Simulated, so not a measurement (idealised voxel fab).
voxel capacitor over wiring: a process module
cross-section cut | 230 nm wide | cells 5 nm
When this document writes out a cross-section, it uses a grid of square cells and lists it as bands, beginning at the top and moving down, with a band standing for one or more rows of cells. Heights first: top, then bottom, in nm. Then materials, left to right, each with a width in nm. "edge to edge" on a single material: fills the band edge to edge. "blank": empty space. Height reference: 0 = level under which incoming wafer is all one material. Lowest band: no bottom, runs on downward, e.g. "from 0 down". A width given as "30->40" starts at the first number in the band's top row and ends at the second number in its bottom row, shifting by an equal amount at every step from row to row. Where the words "no change" appear for a step, the cross-section shows no cell changed by that step; every cell remained as before. Empty spaces counting at least 8 cells and having no open way to the top are listed in "Trapped voids". The notation width x height at distance is used for each, the distance being from the left edge and all three values in nm. It should be noted that, on the line of a given step, the content following the step's settings is a remark produced by the simulator itself with respect to that step. overlay nm: for a step with a mask, the amount by which the mask lay right of where it was planned; a negative amount means left of it.

# The process steps that were planned are listed below
step 1: op RECEIVE | material Si
step 2: op CONFORMAL_DEP | material SiO2 | thk nm 10
step 3: op CONFORMAL_DEP | material SiCN | thk nm 5
step 4: op DIRECTIONAL_DEP | material SiO2 | thk nm 20
step 5: op DIRECTIONAL_DEP | material aC | thk nm 15
step 6: op PATTERN | tone open | mask id METAL_1 | material resist | width nm 30 | pitch nm 95 | thk nm 35 | overlay nm 0
step 7: op DIRECTIONAL_ETCH | etch materials aC | depth nm 15
step 8: op STRIP | etch materials resist
step 9: op DIRECTIONAL_ETCH | etch materials SiO2 | depth nm 20
step 10: op DIRECTIONAL_ETCH | etch materials SiCN | depth nm 5
step 11: op STRIP | etch materials aC
step 12: op CONFORMAL_DEP | material TiN | thk nm 5
step 13: op FILL_DEP | material Ru | thk nm 5
step 14: op CMP | height nm 35
step 15: op CONFORMAL_DEP | material SiCN | thk nm 5
step 16: op DIRECTIONAL_DEP | material lowk | thk nm 15
step 17: op DIRECTIONAL_DEP | material aC | thk nm 10
step 18: op PATTERN | tone open | mask id PLUG_1 | material resist | width nm 15 | thk nm 30 | overlay nm 0
step 19: op DIRECTIONAL_ETCH | etch materials aC | depth nm 10
step 20: op STRIP | etch materials resist
step 21: op DIRECTIONAL_ETCH | etch materials lowk | depth nm 15
step 22: op DIRECTIONAL_ETCH | etch materials SiCN | depth nm 5
step 23: op STRIP | etch materials aC
step 24: op EPI | material Ru | thk nm 10
step 25: op EPI | material Ru | thk nm 10
step 26: op DIRECTIONAL_DEP | material TiN | thk nm 10
step 27: op DIRECTIONAL_DEP | material SiN | thk nm 5
step 28: op DIRECTIONAL_DEP | material TiN | thk nm 10
step 29: op MASKED_ETCH | tone cover | mask id UPPER_PLATE | width nm 70 | etch materials TiN | depth nm 10 | overlay nm 0
step 30: op MASKED_ETCH | tone cover | mask id UPPER_PLATE | width nm 70 | etch materials SiN | depth nm 5 | overlay nm 0
step 31: op DIRECTIONAL_DEP | material aC | thk nm 10
step 32: op PATTERN | tone cover | mask id LOWER_PLATE | material resist | width nm 80 | thk nm 25 | overlay nm 0
step 33: op DIRECTIONAL_ETCH | etch materials aC | depth nm 10
step 34: op STRIP | etch materials resist
step 35: op DIRECTIONAL_ETCH | etch materials TiN | depth nm 10
step 36: op STRIP | etch materials aC
step 37: op FILL_DEP | material SiO2 | thk nm 15
step 38: op CMP | height nm 90
step 39: op DIRECTIONAL_DEP | material aC | thk nm 15
step 40: op PATTERN | tone open | mask id PLUG_2 | material resist | width nm 15 | thk nm 35 | overlay nm 0
step 41: op DIRECTIONAL_ETCH | etch materials aC | depth nm 15
step 42: op STRIP | etch materials resist
step 43: op DIRECTIONAL_ETCH | etch materials SiO2 | depth nm 10
step 44: op STRIP | etch materials aC
step 45: op CONFORMAL_DEP | material TiN | thk nm 5
step 46: op FILL_DEP | material W | thk nm 5
step 47: op CMP | height nm 90
step 48: op CONFORMAL_DEP | material SiN | thk nm 5

# as received, after step 1
from 0 down = Si edge to edge
Trapped voids: none

# One mistake in running the module, otherwise start and plan as above: cross-section at the end
from 95 to 90 = SiN edge to edge
from 90 to 85 = 75 nm SiO2; 5 nm TiN; 5 nm W; 5 nm TiN; 140 nm SiO2
from 85 to 80 = 75 nm SiO2; 15 nm TiN; 140 nm SiO2
from 80 to 70 = 65 nm SiO2; 70 nm TiN; 95 nm SiO2
from 70 to 65 = 65 nm SiO2; 70 nm SiN; 95 nm SiO2
from 65 to 55 = 60 nm SiO2; 80 nm TiN; 90 nm SiO2
from 55 to 40 = 65 nm lowk; 15 nm Ru; 150 nm lowk
from 40 to 35 = 65 nm SiCN; 15 nm Ru; 150 nm SiCN
from 35 to 20 = 50 nm SiO2; 5 nm TiN; 20 nm Ru; 5 nm TiN; 65 nm SiO2; 5 nm TiN; 20 nm Ru; 5 nm TiN; 55 nm SiO2
from 20 to 15 = 50 nm SiO2; 30 nm TiN; 65 nm SiO2; 30 nm TiN; 55 nm SiO2
from 15 to 0 = SiO2 edge to edge
from 0 down = Si edge to edge
Trapped voids: none
what went wrong: note that step 3 departed from the planned setting and was carried out as op CONFORMAL_DEP | material SiO2 | thk nm 5
